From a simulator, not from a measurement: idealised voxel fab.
Process module, titled voxel air gaps
cross-section cut | 290 nm wide | cells 5 nm
Each cross-section below is a grid of square cells, stated as bands in top-down order, with one or more rows of cells making up each band. Per band: top height and bottom height in nm, followed by the left-to-right materials and their widths in nm; "throughout" marks a single material spanning edge to edge, "air" marks empty space. Height 0 is the level under which the wafer as received is all one material. The lowest band goes on downwards, as in "0 nm and below". A two-number width, for instance "30 to 40", indicates that the width is equal to the first number in the top row of the band and to the second number in the bottom row, and that it changes by a constant amount per row of cells. What does "no alterations made" mean for a step? It means no cell of the cross-section changed in that step. Heads up: "Enclosed internal voids" only lists the empty pockets with no open path to the top that are 8 cells or more, and it writes them as width x height at distance, distance from the left edge, in nm. Heads up: the bit after the settings on a step's line is the simulator's remark on that step. A step's line can hold "overlay nm"; with a mask on that step, the setting says how far right of the planned place the mask lay, while a negative setting says it lay to the left.

## List of planned process steps
1 RECEIVE with material Si
2 CONFORMAL_DEP with material SiO2, thk nm 15
3 CONFORMAL_DEP with material SiN, thk nm 5
4 DIRECTIONAL_DEP with material SiO2, thk nm 30
5 DIRECTIONAL_DEP with material aC, thk nm 10
6 PATTERN with tone open, mask id LINES, material resist, width nm 15, pitch nm 45, thk nm 30, overlay nm 0
7 DIRECTIONAL_ETCH with etch materials aC, depth nm 10
8 STRIP with etch materials resist
9 DIRECTIONAL_ETCH with etch materials SiO2, depth nm 30
10 STRIP with etch materials aC
11 CONFORMAL_DEP with material TiN, thk nm 5
12 FILL_DEP with material Ru, thk nm 10
13 CMP with height nm 50
14 EPI with material Ru, thk nm 10
15 SELECTIVE_ETCH with etch materials SiO2, depth nm 40
16 CONFORMAL_DEP with material SiN, thk nm 5
Same starting wafers, different width nm at step 6. Plan value belongs to the first wafer.

## Cut through the first of several wafers as received, post step 1
	0 nm and below = Si throughout
	Enclosed internal voids: none

## End of module: cross-section of the first of several wafers after step 16, the last step
	65 nm to 60 nm = air (55) / SiN (180) / air (55)
	60 nm to 50 nm = air (55) / SiN (5) / Ru (35) / SiN (10) / Ru (35) / SiN (10) / Ru (35) / SiN (10) / Ru (35) / SiN (5) / air (55)
	50 nm to 45 nm = air (55) / SiN (15) / TiN (5) / Ru (5) / TiN (5) / SiN (30) / TiN (5) / Ru (5) / TiN (5) / SiN (30) / TiN (5) / Ru (5) / TiN (5) / SiN (30) / TiN (5) / Ru (5) / TiN (5) / SiN (15) / air (55)
	45 nm to 25 nm = air (65) / SiN (5) / TiN (5) / Ru (5) / TiN (5) / SiN (5) / air (20) / SiN (5) / TiN (5) / Ru (5) / TiN (5) / SiN (5) / air (20) / SiN (5) / TiN (5) / Ru (5) / TiN (5) / SiN (5) / air (20) / SiN (5) / TiN (5) / Ru (5) / TiN (5) / SiN (5) / air (65)
	25 nm to 20 nm = SiN (70) / TiN (15) / SiN (30) / TiN (15) / SiN (30) / TiN (15) / SiN (30) / TiN (15) / SiN (70)
	20 nm to 15 nm = SiN throughout
	15 nm to 0 nm = SiO2 throughout
	0 nm and below = Si throughout
	Enclosed internal voids: 20 x 20 at 90; 20 x 20 at 135; 20 x 20 at 180

## Cross-sectional depiction of the last of several wafers upon completion of the module
	65 nm to 60 nm = air (50) / SiN (195) / air (45)
	60 nm to 50 nm = air (50) / SiN (5) / Ru (185) / SiN (5) / air (45)
	50 nm to 45 nm = air (50) / SiN (15) / TiN (5) / Ru (20) / TiN (5) / SiO2 (15) / TiN (5) / Ru (20) / TiN (5) / SiO2 (15) / TiN (5) / Ru (20) / TiN (5) / SiO2 (15) / TiN (5) / Ru (20) / TiN (5) / SiN (15) / air (45)
	45 nm to 25 nm = air (60) / SiN (5) / TiN (5) / Ru (20) / TiN (5) / SiO2 (15) / TiN (5) / Ru (20) / TiN (5) / SiO2 (15) / TiN (5) / Ru (20) / TiN (5) / SiO2 (15) / TiN (5) / Ru (20) / TiN (5) / SiN (5) / air (55)
	25 nm to 20 nm = SiN (65) / TiN (30) / SiO2 (15) / TiN (30) / SiO2 (15) / TiN (30) / SiO2 (15) / TiN (30) / SiN (60)
	20 nm to 15 nm = SiN throughout
	15 nm to 0 nm = SiO2 throughout
	0 nm and below = Si throughout
	Enclosed internal voids: none

## Heads up, this table goes wafer by wafer. A row tells you, at the end of the module, how many cells of each material that wafer has put on (+) or dropped (-) since it was received, and then its closed voids
width nm 15; +76 Ru; +212 SiN; +174 SiO2; +52 TiN; Enclosed internal voids: 20 x 20 at 90; 20 x 20 at 135; 20 x 20 at 180
width nm 20; +104 Ru; +200 SiN; +174 SiO2; +56 TiN; Enclosed internal voids: 15 x 20 at 95; 15 x 20 at 140; 15 x 20 at 185
width nm 25; +132 Ru; +140 SiN; +246 SiO2; +60 TiN; Enclosed internal voids: none
width nm 30; +154 Ru; +140 SiN; +228 SiO2; +64 TiN; Enclosed internal voids: none
